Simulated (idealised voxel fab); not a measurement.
process module | voxel wiring stack
cross-section cut | 270 nm wide | cells 5 nm
A cross-section is a grid of square cells, given in bands from the top down. A band is one or more rows of cells.
Each band's line starts with the height of the band's top and of its bottom, in nm. Then come its materials from left to right, each with its width in nm. One material with "throughout" fills the band from edge to edge. "air" is empty space.
Height 0 is the level under which the wafer as received is all one material. The lowest band goes on downwards, as in "0 down".
A width such as "30 to 40" changes by the same amount from each row of cells to the next, from the band's top row to its bottom row.
"no change" after a step means that no cell of the cross-section changed.
closed voids: empty space of 8 cells or more with no open way to the top, each as width x height at its distance from the left edge, in nm
after a step's settings: what the simulator itself notes on the step
overlay nm, on a step with a mask: how far to the right of its planned place the mask lay; to the left if negative
plan
1 op RECEIVE | material Si
2 op CONFORMAL_DEP | material SiO2 | thk nm 15
3 op DIRECTIONAL_DEP | material TiN | thk nm 5
4 op DIRECTIONAL_DEP | material W | thk nm 15
5 op MASKED_ETCH | tone cover | mask id METAL_1 | width nm 25 | pitch nm 50 | etch materials W | depth nm 15 | overlay nm 0
6 op MASKED_ETCH | tone cover | mask id METAL_1 | width nm 25 | pitch nm 50 | etch materials TiN | depth nm 5 | overlay nm 0
7 op FILL_DEP | material SiO2 | thk nm 10
8 op CMP | height nm 35
9 op CONFORMAL_DEP | material SiCN | thk nm 5
10 op DIRECTIONAL_DEP | material SiO2 | thk nm 35
11 op DIRECTIONAL_DEP | material aC | thk nm 15
12 op PATTERN | tone open | mask id METAL_2_HOLES | material resist | width nm 15 | thk nm 30 | overlay nm 0
13 op DIRECTIONAL_ETCH | etch materials aC | depth nm 15
14 op STRIP | etch materials resist
15 op DIRECTIONAL_ETCH | etch materials SiO2 | depth nm 35
16 op STRIP | etch materials aC
17 op MASKED_ETCH | tone open | mask id METAL_2 | width nm 25 | pitch nm 50 | etch materials SiO2 | depth nm 20 | overlay nm 0
18 op MASKED_ETCH | tone open | mask id METAL_2 | width nm 25 | pitch nm 50 | etch materials SiCN | depth nm 5 | overlay nm 0
19 op CONFORMAL_DEP | material TiN | thk nm 5
20 op FILL_DEP | material Cu | thk nm 5
21 op CMP | height nm 75
22 op CONFORMAL_DEP | material SiCN | thk nm 5
23 op DIRECTIONAL_DEP | material SiO2 | thk nm 35
24 op MASKED_ETCH | tone open | mask id METAL_3_HOLES | width nm 15 | etch materials SiO2 | depth nm 35 | overlay nm 0
25 op PATTERN | tone open | mask id METAL_3 | material resist | width nm 25 | pitch nm 50 | thk nm 15 | overlay nm 0
26 op DIRECTIONAL_ETCH | etch materials SiO2 | depth nm 20
27 op DIRECTIONAL_ETCH | etch materials SiCN | depth nm 5
28 op STRIP | etch materials resist
29 op CONFORMAL_DEP | material TiN | thk nm 5
30 op FILL_DEP | material Ru | thk nm 10
31 op CMP | height nm 115
32 op CONFORMAL_DEP | material SiCN | thk nm 5
varied across the wafers: width nm of step 12. The plan shows the first wafer's value. All wafers start alike
first wafer as received, after step 1
  0 down: Si throughout
  closed voids: none
first wafer at the end, after step 32
  120 to 115: SiCN throughout
  115 to 100: SiO2 95 | TiN 5 | Ru 15 | TiN 5 | SiO2 25 | TiN 5 | Ru 15 | TiN 5 | SiO2 100
  100 to 95: SiO2 95 | TiN 5 | Ru 5 | TiN 15 | SiO2 25 | TiN 25 | SiO2 100
  95 to 80: SiO2 95 | TiN 5 | Ru 5 | TiN 5 | SiO2 160
  80 to 75: SiCN 95 | TiN 15 | SiCN 160
  75 to 60: SiO2 95 | TiN 5 | Cu 15 | TiN 5 | SiO2 25 | TiN 5 | Cu 15 | TiN 5 | SiO2 100
  60 to 55: SiO2 95 | TiN 5 | Cu 5 | TiN 15 | SiO2 25 | TiN 25 | SiO2 100
  55 to 40: SiO2 95 | TiN 5 | Cu 5 | TiN 5 | SiO2 160
  40 to 35: SiCN 95 | TiN 15 | SiCN 160
  35 to 20: SiO2 95 | W 25 | SiO2 25 | W 25 | SiO2 100
  20 to 15: SiO2 95 | TiN 25 | SiO2 25 | TiN 25 | SiO2 100
  15 to 0: SiO2 throughout
  0 down: Si throughout
  closed voids: none
last wafer at the end
  120 to 115: SiCN throughout
  115 to 100: SiO2 95 | TiN 5 | Ru 15 | TiN 5 | SiO2 25 | TiN 5 | Ru 15 | TiN 5 | SiO2 100
  100 to 95: SiO2 95 | TiN 5 | Ru 5 | TiN 15 | SiO2 25 | TiN 25 | SiO2 100
  95 to 80: SiO2 95 | TiN 5 | Ru 5 | TiN 5 | SiO2 160
  80 to 75: SiCN 95 | TiN 15 | SiCN 160
  75 to 60: SiO2 90 | TiN 5 | Cu 20 | TiN 5 | SiO2 25 | TiN 5 | Cu 15 | TiN 5 | SiO2 100
  60 to 55: SiO2 90 | TiN 5 | Cu 20 | TiN 5 | SiO2 25 | TiN 25 | SiO2 100
  55 to 45: SiO2 90 | TiN 5 | Cu 20 | TiN 5 | SiO2 150
  45 to 40: SiO2 90 | TiN 10 | Cu 15 | TiN 5 | SiO2 150
  40 to 35: SiCN 95 | TiN 25 | SiCN 150
  35 to 20: SiO2 95 | W 25 | SiO2 25 | W 25 | SiO2 100
  20 to 15: SiO2 95 | TiN 25 | SiO2 25 | TiN 25 | SiO2 100
  15 to 0: SiO2 throughout
  0 down: Si throughout
  closed voids: none
each wafer at the end: cells of each material gained (+) or lost (-) since it was received, then its closed voids
width nm 15 | +22 Cu | +22 Ru | +156 SiCN | +996 SiO2 | +70 TiN | +30 W | closed voids: none
width nm 20 | +26 Cu | +22 Ru | +155 SiCN | +993 SiO2 | +70 TiN | +30 W | closed voids: none
width nm 25 | +32 Cu | +22 Ru | +155 SiCN | +986 SiO2 | +71 TiN | +30 W | closed voids: none
width nm 30 | +36 Cu | +22 Ru | +154 SiCN | +983 SiO2 | +71 TiN | +30 W | closed voids: none
